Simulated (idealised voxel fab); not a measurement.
Name of the process module below: voxel released beams
Section cut is 145 nm wide and gridded with 5 nm square cells.
In this document a cross-section is written as a grid of square cells. It is given as a series of bands, listed from the top down, and a band is one or more rows of cells.
Heads up on the band format: heights come first, top then bottom, in nm. After that it's the materials left to right, each with its width in nm. A single material flagged "edge to edge" fills the whole band edge to edge, and "air" means there's empty space there.
Note: height 0 marks the level under which the wafer is uniformly one material as received. Lowest band unbounded below, written "z 0 and below".
You'd read "30..40" like this: the band's top row of cells is as wide as the first number, its bottom row is as wide as the second, and going down, every row changes width by the same amount as the row before did.
Key: "no alterations made" - step with no changed cell in the cross-section.
Voids not open to the top, 8 cells minimum: see "Trapped voids". Written width x height at distance; distance is from the left edge; nm.
It should be noted that, on the line of a given step, the content following the step's settings is a remark produced by the simulator itself with respect to that step.
Steps that use a mask can have "overlay nm" on their line. It says how far the mask sat to the right of where it was meant to be. Negative means to the left.

Process steps (planned)
- 1: RECEIVE | material Si
- 2: CONFORMAL_DEP | material Al2O3 | thk nm 10
- 3: DIRECTIONAL_DEP | material SiO2 | thk nm 10
- 4: MASKED_ETCH | tone open | mask id ANCHOR | width nm 40 | etch materials SiO2 | depth nm 10 | overlay nm 0
- 5: CONFORMAL_DEP | material SiN | thk nm 15
- 6: MASKED_ETCH | tone cover | mask id BEAM | width nm 85 | etch materials SiN | depth nm 15 | overlay nm 0
- 7: STRIP | etch materials SiO2

Received-state cross-section, reflecting completion of step 1
  z 0 and below | Si edge to edge
  Trapped voids: none

Cross-section at module end, one run error; start and plan unchanged from above
  z 35 to 20 | 25 nm air  85 nm SiN  35 nm air
  z 20 to 10 | Al2O3 edge to edge
  z 10 to 0 | SiO2 edge to edge
  z 0 and below | Si edge to edge
  Trapped voids: none
Deviation from plan: swap of plan steps 2 and 3 during execution
